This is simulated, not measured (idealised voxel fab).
process module | voxel gate over fins
cross-section cut | 245 nm wide | cells 5 nm
A cross-section is a grid of square cells, given in bands from the top down. A band is one or more rows of cells.
Each band's line starts with the height of the band's top and of its bottom, in nm. Then come its materials from left to right, each with its width in nm. One material with "throughout" fills the band from edge to edge. "air" is empty space.
Height 0 is the level under which the wafer as received is all one material. The lowest band goes on downwards, as in "0 down".
A width such as "30 to 40" changes by the same amount from each row of cells to the next, from the band's top row to its bottom row.
"no change" after a step means that no cell of the cross-section changed.
closed voids: empty space of 8 cells or more with no open way to the top, each as width x height at its distance from the left edge, in nm
after a step's settings: what the simulator itself notes on the step
overlay nm, on a step with a mask: how far to the right of its planned place the mask lay; to the left if negative
plan
1 op RECEIVE | material Si
2 op CONFORMAL_DEP | material SiN | thk nm 10
3 op PATTERN | tone cover | mask id FINS | material resist | width nm 15 | pitch nm 35 | thk nm 20 | overlay nm 0
4 op DIRECTIONAL_ETCH | etch materials SiN | depth nm 10
5 op DIRECTIONAL_ETCH | etch materials Si | depth nm 40
6 op STRIP | etch materials resist
7 op FILL_DEP | material SiO2 | thk nm 5
8 op CMP | height nm 10
9 op SELECTIVE_ETCH | etch materials SiO2 | depth nm 20
10 op STRIP | etch materials SiN
11 op CONFORMAL_DEP | material HfO2 | thk nm 5
12 op CONFORMAL_DEP | material TiN | thk nm 5
13 op FILL_DEP | material W | thk nm 10
14 op CMP | height nm 15
15 op CONFORMAL_DEP | material SiN | thk nm 10
as received, after step 1
  0 down: Si throughout
  closed voids: none
a wafer at the end: this start, this plan, one mistake
  25 to 15: SiN throughout
  15 to 10: W throughout
  10 to 5: W 85 | TiN 70 | W 90
  5 to 0: W 85 | TiN 5 | HfO2 25 | TiN 10 | HfO2 25 | TiN 5 | W 90
  0 to -5: TiN 90 | HfO2 5 | Si 15 | HfO2 5 | TiN 10 | HfO2 5 | Si 15 | HfO2 5 | TiN 95
  -5 to -10: HfO2 80 | TiN 10 | HfO2 5 | Si 15 | HfO2 5 | TiN 10 | HfO2 5 | Si 15 | HfO2 5 | TiN 10 | HfO2 85
  -10 to -15: SiO2 75 | HfO2 5 | TiN 10 | HfO2 5 | Si 15 | HfO2 5 | TiN 10 | HfO2 5 | Si 15 | HfO2 5 | TiN 10 | HfO2 5 | SiO2 80
  -15 to -20: SiO2 75 | HfO2 20 | Si 15 | HfO2 20 | Si 15 | HfO2 20 | SiO2 80
  -20 to -40: SiO2 95 | Si 15 | SiO2 20 | Si 15 | SiO2 100
  -40 down: Si throughout
  closed voids: none
what went wrong: steps 9 and 10 were swapped
